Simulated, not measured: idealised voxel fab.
Herein follows the process module entitled voxel self aligned vias.
cross-section cut | 155 nm wide | cells 5 nm
Format of a cross-section: grid, square cells. Given as bands. Order: top down. Band: one or more rows of cells.
Band: top and bottom heights (nm) first, top before bottom; then materials from left to right, widths in nm. "all across" marks a sole material filling the band edge to edge. "air" denotes empty space.
Basically, 0 is our baseline, since under it the wafer straight out of the box is all one material. The bottom band has no lower end and keeps on going down, so it looks like "0 down".
A width given as "30->40" starts at the first number in the band's top row and ends at the second number in its bottom row, shifting by an equal amount at every step from row to row.
Basically "remained unchanged" means that step didn't change any cell in the cross-section.
"Closed voids list" - sealed voids, min. 8 cells, no opening to top; format: width x height at distance (distance from left edge; nm throughout).
Post-settings text on a step line: simulator's own remark regarding the step.
The line of a step may include "overlay nm". On a step with a mask, this value is how far to the right of its planned place the mask lay. A negative value means the mask lay to the left.
The following list gives the planned process steps:
1. RECEIVE [material Si]
2. CONFORMAL_DEP [material SiO2] [thk nm 10]
3. CONFORMAL_DEP [material SiCN] [thk nm 5]
4. DIRECTIONAL_DEP [material SiO2] [thk nm 20]
5. DIRECTIONAL_DEP [material aC] [thk nm 15]
6. PATTERN [tone open] [mask id LINES] [material resist] [width nm 25] [pitch nm 60] [thk nm 35] [overlay nm 0]
7. DIRECTIONAL_ETCH [etch materials aC] [depth nm 15]
8. STRIP [etch materials resist]
9. DIRECTIONAL_ETCH [etch materials SiO2] [depth nm 20]
10. STRIP [etch materials aC]
11. CONFORMAL_DEP [material TiN] [thk nm 5]
12. FILL_DEP [material W] [thk nm 10]
13. CMP [height nm 35]
14. SELECTIVE_ETCH [etch materials W Ru TiN] [depth nm 10]
15. FILL_DEP [material SiN] [thk nm 10]
16. CMP [height nm 35]
17. DIRECTIONAL_DEP [material SiO2] [thk nm 15]
18. PATTERN [tone open] [mask id VIAS] [material resist] [width nm 35] [pitch nm 60] [thk nm 15] [overlay nm 0]
19. DIRECTIONAL_ETCH [etch materials SiO2] [depth nm 15]
20. DIRECTIONAL_ETCH [etch materials SiN] [depth nm 10]
21. STRIP [etch materials resist]
22. CONFORMAL_DEP [material TiN] [thk nm 5]
23. FILL_DEP [material W] [thk nm 5]
24. CMP [height nm 50]
25. CONFORMAL_DEP [material SiCN] [thk nm 5]
Concerning the first of two wafers, which was run in accordance with the plan:
Incoming wafer, cross-sectional view, post step 1:
> 0 down | Si all across
> Closed voids list: none
Cross-section: wafer state after step 2:
> 10 to 0 | SiO2 all across
> For the remainder of the cross-section, below 0, there is no change.
Cross-section: wafer state after step 3:
> 15 to 10 | SiCN all across
> For the remainder of the cross-section, below 10, there is no change.
Cross-section: wafer state after step 4:
> 35 to 15 | SiO2 all across
> For the remainder of the cross-section, below 15, there is no change.
Cross-section: wafer state after step 5:
> 50 to 35 | aC all across
> For the remainder of the cross-section, below 35, there is no change.
Cross-section: wafer state after step 6:
> 85 to 50 | resist=35 / air=25 / resist=35 / air=25 / resist=35
> For the remainder of the cross-section, below 50, there is no change.
Cross-section: wafer state after step 7:
> 70 to 50 | resist=35 / air=25 / resist=35 / air=25 / resist=35
> 50 to 35 | aC=35 / air=25 / aC=35 / air=25 / aC=35
> For the remainder of the cross-section, below 35, there is no change.
Cross-section: wafer state after step 8:
> 50 to 35 | aC=35 / air=25 / aC=35 / air=25 / aC=35
> For the remainder of the cross-section, below 35, there is no change.
Cross-section: wafer state after step 9:
> 50 to 35 | aC=35 / air=25 / aC=35 / air=25 / aC=35
> 35 to 15 | SiO2=35 / air=25 / SiO2=35 / air=25 / SiO2=35
> For the remainder of the cross-section, below 15, there is no change.
Cross-section: wafer state after step 10:
> 35 to 15 | SiO2=35 / air=25 / SiO2=35 / air=25 / SiO2=35
> For the remainder of the cross-section, below 15, there is no change.
Cross-section: wafer state after step 11:
> 40 to 35 | TiN=40 / air=15 / TiN=45 / air=15 / TiN=40
> 35 to 20 | SiO2=35 / TiN=5 / air=15 / TiN=5 / SiO2=35 / TiN=5 / air=15 / TiN=5 / SiO2=35
> 20 to 15 | SiO2=35 / TiN=25 / SiO2=35 / TiN=25 / SiO2=35
> For the remainder of the cross-section, below 15, there is no change.
Cross-section: wafer state after step 12:
> 50 to 40 | W all across
> 40 to 35 | TiN=40 / W=15 / TiN=45 / W=15 / TiN=40
> 35 to 20 | SiO2=35 / TiN=5 / W=15 / TiN=5 / SiO2=35 / TiN=5 / W=15 / TiN=5 / SiO2=35
> For the remainder of the cross-section, below 20, there is no change.
Cross-section: wafer state after step 13:
> 35 to 20 | SiO2=35 / TiN=5 / W=15 / TiN=5 / SiO2=35 / TiN=5 / W=15 / TiN=5 / SiO2=35
> For the remainder of the cross-section, below 20, there is no change.
Cross-section: wafer state after step 14:
> 35 to 25 | SiO2=35 / air=25 / SiO2=35 / air=25 / SiO2=35
> For the remainder of the cross-section, below 25, there is no change.
Cross-section: wafer state after step 15:
> 45 to 35 | SiN all across
> 35 to 25 | SiO2=35 / SiN=25 / SiO2=35 / SiN=25 / SiO2=35
> For the remainder of the cross-section, below 25, there is no change.
Cross-section: wafer state after step 16:
> 35 to 25 | SiO2=35 / SiN=25 / SiO2=35 / SiN=25 / SiO2=35
> For the remainder of the cross-section, below 25, there is no change.
Cross-section: wafer state after step 17:
> 50 to 35 | SiO2 all across
> For the remainder of the cross-section, below 35, there is no change.
Cross-section: wafer state after step 18:
> 65 to 50 | resist=30 / air=35 / resist=25 / air=35 / resist=30
> For the remainder of the cross-section, below 50, there is no change.
Cross-section: wafer state after step 19:
> 65 to 50 | resist=30 / air=35 / resist=25 / air=35 / resist=30
> 50 to 35 | SiO2=30 / air=35 / SiO2=25 / air=35 / SiO2=30
> For the remainder of the cross-section, below 35, there is no change.
Cross-section: wafer state after step 20:
> 65 to 50 | resist=30 / air=35 / resist=25 / air=35 / resist=30
> 50 to 35 | SiO2=30 / air=35 / SiO2=25 / air=35 / SiO2=30
> 35 to 25 | SiO2=35 / air=25 / SiO2=35 / air=25 / SiO2=35
> For the remainder of the cross-section, below 25, there is no change.
Cross-section: wafer state after step 21:
> 50 to 35 | SiO2=30 / air=35 / SiO2=25 / air=35 / SiO2=30
> For the remainder of the cross-section, below 35, there is no change.
Cross-section: wafer state after step 22:
> 55 to 50 | TiN=35 / air=25 / TiN=35 / air=25 / TiN=35
> 50 to 40 | SiO2=30 / TiN=5 / air=25 / TiN=5 / SiO2=25 / TiN=5 / air=25 / TiN=5 / SiO2=30
> 40 to 30 | SiO2=30->35 / TiN=10->5 / air=15 / TiN=10->5 / SiO2=25->35 / TiN=10->5 / air=15 / TiN=10->5 / SiO2=30->35
> 30 to 25 | SiO2=35 / TiN=25 / SiO2=35 / TiN=25 / SiO2=35
> For the remainder of the cross-section, below 25, there is no change.
Cross-section: wafer state after step 23:
> 60 to 55 | W all across
> 55 to 50 | TiN=35 / W=25 / TiN=35 / W=25 / TiN=35
> 50 to 40 | SiO2=30 / TiN=5 / W=25 / TiN=5 / SiO2=25 / TiN=5 / W=25 / TiN=5 / SiO2=30
> 40 to 30 | SiO2=30->35 / TiN=10->5 / W=15 / TiN=10->5 / SiO2=25->35 / TiN=10->5 / W=15 / TiN=10->5 / SiO2=30->35
> For the remainder of the cross-section, below 30, there is no change.
Cross-section: wafer state after step 24:
> 50 to 40 | SiO2=30 / TiN=5 / W=25 / TiN=5 / SiO2=25 / TiN=5 / W=25 / TiN=5 / SiO2=30
> For the remainder of the cross-section, below 40, there is no change.
Cross-section: wafer state after step 25:
> 55 to 50 | SiCN all across
> For the remainder of the cross-section, below 50, there is no change.
Second wafer, same starting conditions and recipe as the first, one mistake in executing it, nothing differs from the first up to and including step 18:
Cross-section: second wafer, time at which step 19 was scheduled to end:
> 65 to 50 | resist=30 / air=35 / resist=25 / air=35 / resist=30
> 50 to 35 | SiO2=30 / air=35 / SiO2=25 / air=35 / SiO2=30
> 35 to 25 | SiO2=30 / air=5 / SiN=25 / air=5 / SiO2=25 / air=5 / SiN=25 / air=5 / SiO2=30
> 25 to 20 | SiO2=30 / air=5 / TiN=5 / W=15 / TiN=5 / air=5 / SiO2=25 / air=5 / TiN=5 / W=15 / TiN=5 / air=5 / SiO2=30
> For the remainder of the cross-section, below 20, there is no change.
Cross-section: second wafer, time at which step 20 was scheduled to end:
> 65 to 50 | resist=30 / air=35 / resist=25 / air=35 / resist=30
> 50 to 25 | SiO2=30 / air=35 / SiO2=25 / air=35 / SiO2=30
> For the remainder of the cross-section, below 25, there is no change.
Cross-section: second wafer, time at which step 21 was scheduled to end:
> 50 to 25 | SiO2=30 / air=35 / SiO2=25 / air=35 / SiO2=30
> For the remainder of the cross-section, below 25, there is no change.
Cross-section: second wafer, time at which step 22 was scheduled to end:
> 55 to 50 | TiN=35 / air=25 / TiN=35 / air=25 / TiN=35
> 50 to 30 | SiO2=30 / TiN=5 / air=25 / TiN=5 / SiO2=25 / TiN=5 / air=25 / TiN=5 / SiO2=30
> 30 to 25 | SiO2=30 / TiN=35 / SiO2=25 / TiN=35 / SiO2=30
> 25 to 20 | SiO2=30 / TiN=10 / W=15 / TiN=10 / SiO2=25 / TiN=10 / W=15 / TiN=10 / SiO2=30
> For the remainder of the cross-section, below 20, there is no change.
Cross-section: second wafer, time at which step 23 was scheduled to end:
> 60 to 55 | W all across
> 55 to 50 | TiN=35 / W=25 / TiN=35 / W=25 / TiN=35
> 50 to 30 | SiO2=30 / TiN=5 / W=25 / TiN=5 / SiO2=25 / TiN=5 / W=25 / TiN=5 / SiO2=30
> For the remainder of the cross-section, below 30, there is no change.
Cross-section: second wafer, time at which step 24 was scheduled to end:
> 50 to 30 | SiO2=30 / TiN=5 / W=25 / TiN=5 / SiO2=25 / TiN=5 / W=25 / TiN=5 / SiO2=30
> For the remainder of the cross-section, below 30, there is no change.
Cross-section: second wafer, time at which step 25 was scheduled to end:
> 55 to 50 | SiCN all across
> For the remainder of the cross-section, below 50, there is no change.
The plan and the run diverged here: step 19 of the plan saw execution twice
Heads up, by the end the second wafer has more or fewer cells of some materials compared to the first: SiO2 -12, TiN +4, W +8
